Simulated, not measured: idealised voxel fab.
process module | voxel wiring stack
cross-section cut | 295 nm wide | cells 5 nm
A cross-section is a grid of square cells, given in bands from the top down. A band is one or more rows of cells.
Each band's line starts with the height of the band's top and of its bottom, in nm. Then come its materials from left to right, each with its width in nm. One material with "throughout" fills the band from edge to edge. "air" is empty space.
Height 0 is the level under which the wafer as received is all one material. The lowest band goes on downwards, as in "0 down".
A width such as "30 to 40" changes by the same amount from each row of cells to the next, from the band's top row to its bottom row.
"no change" after a step means that no cell of the cross-section changed.
closed voids: empty space of 8 cells or more with no open way to the top, each as width x height at its distance from the left edge, in nm
after a step's settings: what the simulator itself notes on the step
overlay nm, on a step with a mask: how far to the right of its planned place the mask lay; to the left if negative
plan
1 op RECEIVE | material Si
2 op CONFORMAL_DEP | material SiO2 | thk nm 10
3 op DIRECTIONAL_DEP | material TiN | thk nm 5
4 op DIRECTIONAL_DEP | material Ru | thk nm 20
5 op PATTERN | tone cover | mask id METAL_1 | material resist | width nm 30 | pitch nm 50 | thk nm 15 | overlay nm 0
6 op DIRECTIONAL_ETCH | etch materials Ru | depth nm 20
7 op DIRECTIONAL_ETCH | etch materials TiN | depth nm 5
8 op STRIP | etch materials resist
9 op FILL_DEP | material lowk | thk nm 10
10 op CMP | height nm 35
11 op CONFORMAL_DEP | material SiCN | thk nm 5
12 op DIRECTIONAL_DEP | material lowk | thk nm 20
13 op PATTERN | tone open | mask id PLUG_1 | material resist | width nm 15 | pitch nm 50 | thk nm 20 | overlay nm 0
14 op DIRECTIONAL_ETCH | etch materials lowk | depth nm 20
15 op DIRECTIONAL_ETCH | etch materials SiCN | depth nm 5
16 op STRIP | etch materials resist
17 op EPI | material Ru | thk nm 10
18 op EPI | material Ru | thk nm 10
19 op EPI | material Ru | thk nm 5
20 op DIRECTIONAL_DEP | material TiN | thk nm 5
21 op DIRECTIONAL_DEP | material W | thk nm 20
22 op MASKED_ETCH | tone cover | mask id METAL_2 | width nm 30 | pitch nm 50 | etch materials W | depth nm 20 | overlay nm 0
23 op MASKED_ETCH | tone cover | mask id METAL_2 | width nm 30 | pitch nm 50 | etch materials TiN | depth nm 5 | overlay nm 0
24 op CONFORMAL_DEP | material SiN | thk nm 5
25 op FILL_DEP | material SiO2 | thk nm 10
26 op CMP | height nm 85
27 op CONFORMAL_DEP | material SiCN | thk nm 5
as received, after step 1
  0 down: Si throughout
  closed voids: none
first wafer at the end, as planned
  90 to 85: SiCN throughout
  85 to 65: SiO2 75 | SiN 5 | W 30 | SiN 5 | SiO2 10 | SiN 5 | W 30 | SiN 5 | SiO2 10 | SiN 5 | W 30 | SiN 5 | SiO2 80
  65 to 60: SiN 80 | TiN 30 | SiN 20 | TiN 30 | SiN 20 | TiN 30 | SiN 85
  60 to 40: lowk 80 | Ru 15 | lowk 35 | Ru 15 | lowk 35 | Ru 15 | lowk 100
  40 to 35: SiCN 80 | Ru 15 | SiCN 35 | Ru 15 | SiCN 35 | Ru 15 | SiCN 100
  35 to 15: lowk 80 | Ru 30 | lowk 20 | Ru 30 | lowk 20 | Ru 30 | lowk 85
  15 to 10: lowk 80 | TiN 30 | lowk 20 | TiN 30 | lowk 20 | TiN 30 | lowk 85
  10 to 0: SiO2 throughout
  0 down: Si throughout
  closed voids: none
second wafer at the end: like start, like plan, one mistake
  90 to 85: SiCN throughout
  85 to 65: SiO2 75 | SiN 5 | W 35 | SiN 5 | SiO2 5 | SiN 5 | W 35 | SiN 5 | SiO2 5 | SiN 5 | W 35 | SiN 5 | SiO2 75
  65 to 60: SiN 80 | TiN 35 | SiN 15 | TiN 35 | SiN 15 | TiN 35 | SiN 80
  60 to 40: lowk 80 | Ru 15 | lowk 35 | Ru 15 | lowk 35 | Ru 15 | lowk 100
  40 to 35: SiCN 80 | Ru 15 | SiCN 35 | Ru 15 | SiCN 35 | Ru 15 | SiCN 100
  35 to 15: lowk 80 | Ru 30 | lowk 20 | Ru 30 | lowk 20 | Ru 30 | lowk 85
  15 to 10: lowk 80 | TiN 30 | lowk 20 | TiN 30 | lowk 20 | TiN 30 | lowk 85
  10 to 0: SiO2 throughout
  0 down: Si throughout
  closed voids: none
what went wrong: step 22 ran as: op MASKED_ETCH | tone cover | mask id METAL_2 | width nm 35 | pitch nm 50 | etch materials W | depth nm 20 | overlay nm 0
at the end the second wafer has, in cells: 3 fewer of SiN | 12 fewer of SiO2 | 3 more of TiN | 12 more of W
